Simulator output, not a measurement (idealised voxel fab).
Process module heading - voxel gate over fins
175 nm wide, 5 nm square cells: that's cross-section cut.
Notation: cross-section as square-cell grid; stated in bands, top first, going down; one or more cell rows per band. In this notation a band is specified by the heights of its top and bottom, in that order and in nm, after which its materials appear from left to right, each paired with its width in nm. The word "edge to edge" attached to a single material means that material fills the band from edge to edge; the word "air" stands for empty space. Basically, 0 is our baseline, since under it the wafer straight out of the box is all one material. The bottom band has no lower end and keeps on going down, so it looks like "0 and below". When a width is written as two numbers, as in "30..40", the first number is the width in the top row of cells of the band and the second is the width in its bottom row, and the width changes by the same amount from each row to the next. A step reported as "remains unaltered" is a step in which no cell of the cross-section changed. In "Closed void table" the enclosed voids are listed, meaning empty spaces of 8 cells or larger without any opening to the top. The form is width x height at distance, distance from the left edge, units nm. What comes after the settings on a step's line is commentary from the simulator itself on that step. "overlay nm" denotes, for a step that has a mask, the displacement of the mask to the right of its planned place, with negative values corresponding to the left.
-- So here's the lineup of process steps we planned
1,RECEIVE,material Si
2,CONFORMAL_DEP,material SiN,thk nm 5
3,DIRECTIONAL_DEP,material aC,thk nm 10
4,PATTERN,tone cover,mask id FINS,material resist,width nm 15,pitch nm 40,thk nm 25,overlay nm 0
5,DIRECTIONAL_ETCH,etch materials aC,depth nm 10
6,STRIP,etch materials resist
7,DIRECTIONAL_ETCH,etch materials SiN,depth nm 5
8,DIRECTIONAL_ETCH,etch materials Si,depth nm 40
9,STRIP,etch materials aC
10,FILL_DEP,material SiO2,thk nm 5
11,CMP,height nm 5
12,SELECTIVE_ETCH,etch materials SiO2,depth nm 20
13,STRIP,etch materials SiN
14,CONFORMAL_DEP,material HfO2,thk nm 5
15,CONFORMAL_DEP,material TiN,thk nm 5
16,FILL_DEP,material W,thk nm 15
17,CMP,height nm 20
18,CONFORMAL_DEP,material SiN,thk nm 5
-- as received, after step 1
	0 and below: Si edge to edge
	Closed void table: none
-- Here's the wafer cut in cross-section after the module, started and planned just like above, except one thing was done wrong in the run
	25 down to 20: SiN edge to edge
	20 down to 10: W edge to edge
	10 down to 5: 5 W; 165 TiN; 5 W
	5 down to 0: 5 W; 5 TiN; 35 HfO2; 5 TiN; 35 HfO2; 5 TiN; 35 HfO2; 5 TiN; 35 HfO2; 5 TiN; 5 W
	0 down to -5: 5 W; 5 TiN; 5 HfO2; 25 Si; 5 HfO2; 5 TiN; 5 HfO2; 25 Si; 5 HfO2; 5 TiN; 5 HfO2; 25 Si; 5 HfO2; 5 TiN; 5 HfO2; 25 Si; 5 HfO2; 5 TiN; 5 W
	-5 down to -10: 10 TiN; 5 HfO2; 25 Si; 5 HfO2; 5 TiN; 5 HfO2; 25 Si; 5 HfO2; 5 TiN; 5 HfO2; 25 Si; 5 HfO2; 5 TiN; 5 HfO2; 25 Si; 5 HfO2; 10 TiN
	-10 down to -15: 15 HfO2; 25 Si; 15 HfO2; 25 Si; 15 HfO2; 25 Si; 15 HfO2; 25 Si; 15 HfO2
	-15 down to -40: 15 SiO2; 25 Si; 15 SiO2; 25 Si; 15 SiO2; 25 Si; 15 SiO2; 25 Si; 15 SiO2
	-40 and below: Si edge to edge
	Closed void table: none
Nonconformance to the process plan: off-plan run, step 4, actual operation and settings PATTERN,tone cover,mask id FINS,material resist,width nm 25,pitch nm 40,thk nm 25,overlay nm 0
